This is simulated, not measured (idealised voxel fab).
process module | voxel released beams
In the cross-section labelled cut, the width is 250 nm and each square cell is 5 nm.
In what follows, cross-sections appear as grids of square cells, described through bands that run from the top down, where every band is one or more rows of cells.
Top height, bottom height, nm. Materials left to right, width each, nm. Single material + "edge to edge" = fills band edge to edge. "empty" = empty.
We count height from 0. Below that, the starting wafer is all one material. The lowest band never ends at the bottom but goes on down; see "0 down" for how that is written.
Width: "30->40" (first number = top row, second number = bottom row, same change from row to row of cells).
"no alteration", as given for a step, is the statement that not any cell of the cross-section underwent a change during that step.
The entry "Sealed cavities" lists the empty spaces that cover at least 8 cells and have no open path to the top. Each is written as width x height at distance, where the distance is measured from the left edge and all three values are in nm.
What comes after the settings on a step's line is commentary from the simulator itself on that step.
You can add "overlay nm" to a step's line. For a step with a mask, it describes how far the mask lay to the right of its planned position, and a negative number describes a lay to the left.
# Set out below are the planned steps of the process
1,RECEIVE [material Si]
2,CONFORMAL_DEP [material SiN] [thk nm 5]
3,DIRECTIONAL_DEP [material SiO2] [thk nm 10]
4,MASKED_ETCH [tone open] [mask id ANCHOR] [width nm 40] [etch materials SiO2] [depth nm 10] [overlay nm 0]
5,CONFORMAL_DEP [material polySi] [thk nm 15]
6,DIRECTIONAL_DEP [material aC] [thk nm 10]
7,PATTERN [tone cover] [mask id BEAM] [material resist] [width nm 115] [thk nm 25] [overlay nm 0]
8,DIRECTIONAL_ETCH [etch materials aC] [depth nm 10]
9,STRIP [etch materials resist]
10,DIRECTIONAL_ETCH [etch materials polySi] [depth nm 15]
11,STRIP [etch materials aC]
12,STRIP [etch materials SiO2]
# Of two wafers, the first: run according to plan
# This is the cross-section of the wafer as we received it, i.e. after step 1
> 0 down | Si edge to edge
> Sealed cavities: none
# Cross-section of the wafer subsequent to step 2
> 5 to 0 | SiN edge to edge
> Lower than 0, everything is as it was.
# Cross-section of the wafer subsequent to step 3
> 15 to 5 | SiO2 edge to edge
> Lower than 5, everything is as it was.
# Cross-section of the wafer subsequent to step 4
> 15 to 5 | 70 nm SiO2 | 40 nm empty | 140 nm SiO2
> Lower than 5, everything is as it was.
# Cross-section of the wafer subsequent to step 5
> 30 to 20 | 85 nm polySi | 10 nm empty | 155 nm polySi
> 20 to 15 | polySi edge to edge
> 15 to 5 | 70 nm SiO2 | 40 nm polySi | 140 nm SiO2
> Lower than 5, everything is as it was.
# Cross-section of the wafer subsequent to step 6
> 40 to 30 | 85 nm aC | 10 nm empty | 155 nm aC
> 30 to 20 | 85 nm polySi | 10 nm aC | 155 nm polySi
> Lower than 20, everything is as it was.
# Cross-section of the wafer subsequent to step 7
> 65 to 40 | 65 nm empty | 115 nm resist | 70 nm empty
> 40 to 30 | 85 nm aC | 10 nm resist | 155 nm aC
> Lower than 30, everything is as it was.
# Cross-section of the wafer subsequent to step 8
> 55 to 40 | 65 nm empty | 115 nm resist | 70 nm empty
> 40 to 30 | 65 nm empty | 20 nm aC | 10 nm resist | 85 nm aC | 70 nm empty
> Lower than 30, everything is as it was.
# Cross-section of the wafer subsequent to step 9
> 40 to 30 | 65 nm empty | 20 nm aC | 10 nm empty | 85 nm aC | 70 nm empty
> Lower than 30, everything is as it was.
# Cross-section of the wafer subsequent to step 10
> 40 to 30 | 65 nm empty | 20 nm aC | 10 nm empty | 85 nm aC | 70 nm empty
> 30 to 20 | 65 nm empty | 20 nm polySi | 10 nm aC | 85 nm polySi | 70 nm empty
> 20 to 15 | 65 nm empty | 115 nm polySi | 70 nm empty
> Lower than 15, everything is as it was.
# Cross-section of the wafer subsequent to step 11
> 30 to 20 | 65 nm empty | 20 nm polySi | 10 nm empty | 85 nm polySi | 70 nm empty
> Lower than 20, everything is as it was.
# Cross-section of the wafer subsequent to step 12
> 30 to 20 | 65 nm empty | 20 nm polySi | 10 nm empty | 85 nm polySi | 70 nm empty
> 20 to 15 | 65 nm empty | 115 nm polySi | 70 nm empty
> 15 to 5 | 70 nm empty | 40 nm polySi | 140 nm empty
> Lower than 5, everything is as it was.
# The Second Wafer: Common Origin and Plan, One Mistake in Execution, Identical to the First Through Step 2
# Second wafer cross-section, taken as of the time the plan sets for step 3 to be done
> 10 to 5 | SiO2 edge to edge
> Lower than 5, everything is as it was.
# Second wafer cross-section, taken as of the time the plan sets for step 4 to be done
> 10 to 5 | 70 nm SiO2 | 40 nm empty | 140 nm SiO2
> Lower than 5, everything is as it was.
# Second wafer cross-section, taken as of the time the plan sets for step 5 to be done
> 25 to 20 | 85 nm polySi | 10 nm empty | 155 nm polySi
> 20 to 10 | polySi edge to edge
> 10 to 5 | 70 nm SiO2 | 40 nm polySi | 140 nm SiO2
> Lower than 5, everything is as it was.
# Second wafer cross-section, taken as of the time the plan sets for step 6 to be done
> 35 to 30 | 85 nm aC | 10 nm empty | 155 nm aC
> 30 to 25 | aC edge to edge
> 25 to 20 | 85 nm polySi | 10 nm aC | 155 nm polySi
> Lower than 20, everything is as it was.
# Second wafer cross-section, taken as of the time the plan sets for step 7 to be done
> 60 to 35 | 65 nm empty | 115 nm resist | 70 nm empty
> 35 to 30 | 85 nm aC | 10 nm resist | 155 nm aC
> Lower than 30, everything is as it was.
# Second wafer cross-section, taken as of the time the plan sets for step 8 to be done
> 50 to 35 | 65 nm empty | 115 nm resist | 70 nm empty
> 35 to 30 | 65 nm empty | 20 nm aC | 10 nm resist | 85 nm aC | 70 nm empty
> 30 to 25 | 65 nm empty | 115 nm aC | 70 nm empty
> Lower than 25, everything is as it was.
# Second wafer cross-section, taken as of the time the plan sets for step 9 to be done
> 35 to 30 | 65 nm empty | 20 nm aC | 10 nm empty | 85 nm aC | 70 nm empty
> Lower than 30, everything is as it was.
# Second wafer cross-section, taken as of the time the plan sets for step 10 to be done
> 35 to 30 | 65 nm empty | 20 nm aC | 10 nm empty | 85 nm aC | 70 nm empty
> 30 to 25 | 65 nm empty | 115 nm aC | 70 nm empty
> 25 to 20 | 65 nm empty | 20 nm polySi | 10 nm aC | 85 nm polySi | 70 nm empty
> 20 to 10 | 65 nm empty | 115 nm polySi | 70 nm empty
> Lower than 10, everything is as it was.
# Second wafer cross-section, taken as of the time the plan sets for step 11 to be done
> 25 to 20 | 65 nm empty | 20 nm polySi | 10 nm empty | 85 nm polySi | 70 nm empty
> Lower than 20, everything is as it was.
# Second wafer cross-section, taken as of the time the plan sets for step 12 to be done
> 25 to 20 | 65 nm empty | 20 nm polySi | 10 nm empty | 85 nm polySi | 70 nm empty
> 20 to 10 | 65 nm empty | 115 nm polySi | 70 nm empty
> 10 to 5 | 70 nm empty | 40 nm polySi | 140 nm empty
> Lower than 5, everything is as it was.
The mistake made against the process plan was this: step 3 deviated from plan and actually ran as DIRECTIONAL_DEP [material SiO2] [thk nm 5]
In the final state, the cell counts of the second wafer exceed or fall short of those of the first for the following materials: polySi -6
